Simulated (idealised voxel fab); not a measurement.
Process module, titled voxel gate over fins
Section shown: cut. Width: 255 nm. Cell size: 5 nm, square.
Cross-section layout: square cells on a grid; listed as bands, top to bottom; a band spans one or more cell rows. Within each band entry, the heights of the top and of the bottom of the band appear first, in that order and in nm; the materials of the band then follow from left to right, each with its corresponding width in nm. The designation "throughout" on a single material indicates that it fills the band from edge to edge; the designation "air" indicates empty space. The level at which height equals 0 is the one under which the wafer, as it arrives, is entirely one material. No lower edge exists for the bottom band, which continues downward and is notated as in "0..down". So if you see something like "30..40" for the width, read it as the top row of the band sitting at the first number and the bottom row at the second, with every row in between moving by the same amount as the last. For the purposes of this document, the phrase "nothing was modified" attached to a step denotes that no cell within the cross-section was modified by that step. Each empty space that has no open way to the top and spans at least 8 cells appears under "Enclosed cavities" as width x height at distance, the distance counted from the left edge, all in nm. Heads up: the bit after the settings on a step's line is the simulator's remark on that step. Each step line may optionally specify "overlay nm", which for a step with a mask gives the rightward distance between the mask's planned place and where it lay, a negative value indicating the leftward direction.

## List of planned process steps
- 1: RECEIVE: material Si
- 2: CONFORMAL_DEP: material SiN, thk nm 10
- 3: PATTERN: tone cover, mask id FINS, material resist, width nm 15, pitch nm 35, thk nm 15, overlay nm 0
- 4: DIRECTIONAL_ETCH: etch materials SiN, depth nm 10
- 5: DIRECTIONAL_ETCH: etch materials Si, depth nm 30
- 6: STRIP: etch materials resist
- 7: FILL_DEP: material SiO2, thk nm 5
- 8: CMP: height nm 10
- 9: SELECTIVE_ETCH: etch materials SiO2, depth nm 25
- 10: STRIP: etch materials SiN
- 11: CONFORMAL_DEP: material HfO2, thk nm 5
- 12: CONFORMAL_DEP: material TiN, thk nm 5
- 13: CONFORMAL_DEP: material TiAl, thk nm 5
- 14: CONFORMAL_DEP: material TiN, thk nm 5
- 15: FILL_DEP: material W, thk nm 15
- 16: CMP: height nm 30
- 17: CONFORMAL_DEP: material SiN, thk nm 10

## The following pertains to the first of two wafers, which was processed as planned

## Wafer at receipt (post step 1), cross-section
  0..down = Si throughout
  Enclosed cavities: none

## State of the wafer after step 2, shown in cross-section
  10..0 = SiN throughout
  Below 0 it's all the same as before, nothing changed down there.

## State of the wafer after step 3, shown in cross-section
  25..10 = 65 air | 15 resist | 20 air | 15 resist | 20 air | 15 resist | 20 air | 15 resist | 70 air
  Below 10 it's all the same as before, nothing changed down there.

## State of the wafer after step 4, shown in cross-section
  25..10 = 65 air | 15 resist | 20 air | 15 resist | 20 air | 15 resist | 20 air | 15 resist | 70 air
  10..0 = 65 air | 15 SiN | 20 air | 15 SiN | 20 air | 15 SiN | 20 air | 15 SiN | 70 air
  Below 0 it's all the same as before, nothing changed down there.

## State of the wafer after step 5, shown in cross-section
  25..10 = 65 air | 15 resist | 20 air | 15 resist | 20 air | 15 resist | 20 air | 15 resist | 70 air
  10..0 = 65 air | 15 SiN | 20 air | 15 SiN | 20 air | 15 SiN | 20 air | 15 SiN | 70 air
  0..-30 = 65 air | 15 Si | 20 air | 15 Si | 20 air | 15 Si | 20 air | 15 Si | 70 air
  Below -30 it's all the same as before, nothing changed down there.

## State of the wafer after step 6, shown in cross-section
  10..0 = 65 air | 15 SiN | 20 air | 15 SiN | 20 air | 15 SiN | 20 air | 15 SiN | 70 air
  Below 0 it's all the same as before, nothing changed down there.

## State of the wafer after step 7, shown in cross-section
  15..10 = SiO2 throughout
  10..0 = 65 SiO2 | 15 SiN | 20 SiO2 | 15 SiN | 20 SiO2 | 15 SiN | 20 SiO2 | 15 SiN | 70 SiO2
  0..-30 = 65 SiO2 | 15 Si | 20 SiO2 | 15 Si | 20 SiO2 | 15 Si | 20 SiO2 | 15 Si | 70 SiO2
  Below -30 it's all the same as before, nothing changed down there.

## State of the wafer after step 8, shown in cross-section
  10..0 = 65 SiO2 | 15 SiN | 20 SiO2 | 15 SiN | 20 SiO2 | 15 SiN | 20 SiO2 | 15 SiN | 70 SiO2
  Below 0 it's all the same as before, nothing changed down there.

## State of the wafer after step 9, shown in cross-section
  10..0 = 65 air | 15 SiN | 20 air | 15 SiN | 20 air | 15 SiN | 20 air | 15 SiN | 70 air
  0..-15 = 65 air | 15 Si | 20 air | 15 Si | 20 air | 15 Si | 20 air | 15 Si | 70 air
  Below -15 it's all the same as before, nothing changed down there.

## State of the wafer after step 10, shown in cross-section
  0..-15 = 65 air | 15 Si | 20 air | 15 Si | 20 air | 15 Si | 20 air | 15 Si | 70 air
  Below -15 it's all the same as before, nothing changed down there.

## State of the wafer after step 11, shown in cross-section
  5..0 = 60 air | 25 HfO2 | 10 air | 25 HfO2 | 10 air | 25 HfO2 | 10 air | 25 HfO2 | 65 air
  0..-10 = 60 air | 5 HfO2 | 15 Si | 5 HfO2 | 10 air | 5 HfO2 | 15 Si | 5 HfO2 | 10 air | 5 HfO2 | 15 Si | 5 HfO2 | 10 air | 5 HfO2 | 15 Si | 5 HfO2 | 65 air
  -10..-15 = 65 HfO2 | 15 Si | 20 HfO2 | 15 Si | 20 HfO2 | 15 Si | 20 HfO2 | 15 Si | 70 HfO2
  Below -15 it's all the same as before, nothing changed down there.

## State of the wafer after step 12, shown in cross-section
  10..5 = 55 air | 140 TiN | 60 air
  5..0 = 55 air | 5 TiN | 25 HfO2 | 10 TiN | 25 HfO2 | 10 TiN | 25 HfO2 | 10 TiN | 25 HfO2 | 5 TiN | 60 air
  0..-5 = 55 air | 5 TiN | 5 HfO2 | 15 Si | 5 HfO2 | 10 TiN | 5 HfO2 | 15 Si | 5 HfO2 | 10 TiN | 5 HfO2 | 15 Si | 5 HfO2 | 10 TiN | 5 HfO2 | 15 Si | 5 HfO2 | 5 TiN | 60 air
  -5..-10 = 60 TiN | 5 HfO2 | 15 Si | 5 HfO2 | 10 TiN | 5 HfO2 | 15 Si | 5 HfO2 | 10 TiN | 5 HfO2 | 15 Si | 5 HfO2 | 10 TiN | 5 HfO2 | 15 Si | 5 HfO2 | 65 TiN
  Below -10 it's all the same as before, nothing changed down there.

## State of the wafer after step 13, shown in cross-section
  15..10 = 50 air | 150 TiAl | 55 air
  10..5 = 50 air | 5 TiAl | 140 TiN | 5 TiAl | 55 air
  5..0 = 50 air | 5 TiAl | 5 TiN | 25 HfO2 | 10 TiN | 25 HfO2 | 10 TiN | 25 HfO2 | 10 TiN | 25 HfO2 | 5 TiN | 5 TiAl | 55 air
  0..-5 = 55 TiAl | 5 TiN | 5 HfO2 | 15 Si | 5 HfO2 | 10 TiN | 5 HfO2 | 15 Si | 5 HfO2 | 10 TiN | 5 HfO2 | 15 Si | 5 HfO2 | 10 TiN | 5 HfO2 | 15 Si | 5 HfO2 | 5 TiN | 60 TiAl
  Below -5 it's all the same as before, nothing changed down there.

## State of the wafer after step 14, shown in cross-section
  20..15 = 45 air | 160 TiN | 50 air
  15..10 = 45 air | 5 TiN | 150 TiAl | 5 TiN | 50 air
  10..5 = 45 air | 5 TiN | 5 TiAl | 140 TiN | 5 TiAl | 5 TiN | 50 air
  5..0 = 50 TiN | 5 TiAl | 5 TiN | 25 HfO2 | 10 TiN | 25 HfO2 | 10 TiN | 25 HfO2 | 10 TiN | 25 HfO2 | 5 TiN | 5 TiAl | 55 TiN
  Below 0 it's all the same as before, nothing changed down there.

## State of the wafer after step 15, shown in cross-section
  35..20 = W throughout
  20..15 = 45 W | 160 TiN | 50 W
  15..10 = 45 W | 5 TiN | 150 TiAl | 5 TiN | 50 W
  10..5 = 45 W | 5 TiN | 5 TiAl | 140 TiN | 5 TiAl | 5 TiN | 50 W
  Below 5 it's all the same as before, nothing changed down there.

## State of the wafer after step 16, shown in cross-section
  30..20 = W throughout
  Below 20 it's all the same as before, nothing changed down there.

## State of the wafer after step 17, shown in cross-section
  40..30 = SiN throughout
  Below 30 it's all the same as before, nothing changed down there.

## The second wafer: identical to the first at the outset and in its planned sequence, differing only in that one mistake was made during processing; up to and including step 2, its path is the first wafer's path

## What the second wafer looks like in cross-section when step 3 should have wrapped up
  25..10 = 65 resist | 15 air | 20 resist | 15 air | 20 resist | 15 air | 20 resist | 15 air | 70 resist
  Below 10 it's all the same as before, nothing changed down there.

## What the second wafer looks like in cross-section when step 4 should have wrapped up
  25..10 = 65 resist | 15 air | 20 resist | 15 air | 20 resist | 15 air | 20 resist | 15 air | 70 resist
  10..0 = 65 SiN | 15 air | 20 SiN | 15 air | 20 SiN | 15 air | 20 SiN | 15 air | 70 SiN
  Below 0 it's all the same as before, nothing changed down there.

## What the second wafer looks like in cross-section when step 5 should have wrapped up
  25..10 = 65 resist | 15 air | 20 resist | 15 air | 20 resist | 15 air | 20 resist | 15 air | 70 resist
  10..0 = 65 SiN | 15 air | 20 SiN | 15 air | 20 SiN | 15 air | 20 SiN | 15 air | 70 SiN
  0..-30 = 65 Si | 15 air | 20 Si | 15 air | 20 Si | 15 air | 20 Si | 15 air | 70 Si
  Below -30 it's all the same as before, nothing changed down there.

## What the second wafer looks like in cross-section when step 6 should have wrapped up
  10..0 = 65 SiN | 15 air | 20 SiN | 15 air | 20 SiN | 15 air | 20 SiN | 15 air | 70 SiN
  Below 0 it's all the same as before, nothing changed down there.

## What the second wafer looks like in cross-section when step 7 should have wrapped up
  15..10 = SiO2 throughout
  10..0 = 65 SiN | 15 SiO2 | 20 SiN | 15 SiO2 | 20 SiN | 15 SiO2 | 20 SiN | 15 SiO2 | 70 SiN
  0..-30 = 65 Si | 15 SiO2 | 20 Si | 15 SiO2 | 20 Si | 15 SiO2 | 20 Si | 15 SiO2 | 70 Si
  Below -30 it's all the same as before, nothing changed down there.

## What the second wafer looks like in cross-section when step 8 should have wrapped up
  10..0 = 65 SiN | 15 SiO2 | 20 SiN | 15 SiO2 | 20 SiN | 15 SiO2 | 20 SiN | 15 SiO2 | 70 SiN
  Below 0 it's all the same as before, nothing changed down there.

## What the second wafer looks like in cross-section when step 9 should have wrapped up
  10..0 = 65 SiN | 15 air | 20 SiN | 15 air | 20 SiN | 15 air | 20 SiN | 15 air | 70 SiN
  0..-15 = 65 Si | 15 air | 20 Si | 15 air | 20 Si | 15 air | 20 Si | 15 air | 70 Si
  Below -15 it's all the same as before, nothing changed down there.

## What the second wafer looks like in cross-section when step 10 should have wrapped up
  0..-15 = 65 Si | 15 air | 20 Si | 15 air | 20 Si | 15 air | 20 Si | 15 air | 70 Si
  Below -15 it's all the same as before, nothing changed down there.

## What the second wafer looks like in cross-section when step 11 should have wrapped up
  5..0 = 70 HfO2 | 5 air | 30 HfO2 | 5 air | 30 HfO2 | 5 air | 30 HfO2 | 5 air | 75 HfO2
  0..-10 = 65 Si | 5 HfO2 | 5 air | 5 HfO2 | 20 Si | 5 HfO2 | 5 air | 5 HfO2 | 20 Si | 5 HfO2 | 5 air | 5 HfO2 | 20 Si | 5 HfO2 | 5 air | 5 HfO2 | 70 Si
  -10..-15 = 65 Si | 15 HfO2 | 20 Si | 15 HfO2 | 20 Si | 15 HfO2 | 20 Si | 15 HfO2 | 70 Si
  Below -15 it's all the same as before, nothing changed down there.

## What the second wafer looks like in cross-section when step 12 should have wrapped up
  10..5 = TiN throughout
  5..0 = 70 HfO2 | 5 TiN | 30 HfO2 | 5 TiN | 30 HfO2 | 5 TiN | 30 HfO2 | 5 TiN | 75 HfO2
  0..-10 = 65 Si | 5 HfO2 | 5 TiN | 5 HfO2 | 20 Si | 5 HfO2 | 5 TiN | 5 HfO2 | 20 Si | 5 HfO2 | 5 TiN | 5 HfO2 | 20 Si | 5 HfO2 | 5 TiN | 5 HfO2 | 70 Si
  Below -10 it's all the same as before, nothing changed down there.

## What the second wafer looks like in cross-section when step 13 should have wrapped up
  15..10 = TiAl throughout
  Below 10 it's all the same as before, nothing changed down there.

## What the second wafer looks like in cross-section when step 14 should have wrapped up
  20..15 = TiN throughout
  Below 15 it's all the same as before, nothing changed down there.

## What the second wafer looks like in cross-section when step 15 should have wrapped up
  35..20 = W throughout
  Below 20 it's all the same as before, nothing changed down there.

## What the second wafer looks like in cross-section when step 16 should have wrapped up
  30..20 = W throughout
  Below 20 it's all the same as before, nothing changed down there.

## What the second wafer looks like in cross-section when step 17 should have wrapped up
  40..30 = SiN throughout
  Below 30 it's all the same as before, nothing changed down there.
It is concluded that the wafer was processed incorrectly with respect to the plan, in that step 3 ran differently from the plan; actual operation with settings: PATTERN: tone open, mask id FINS, material resist, width nm 15, pitch nm 35, thk nm 15, overlay nm 0
End of process, cell counts, second wafer against first, materials with more or fewer: 162 more of Si; 81 fewer of SiO2; 6 fewer of TiAl; 18 fewer of TiN; 57 fewer of W
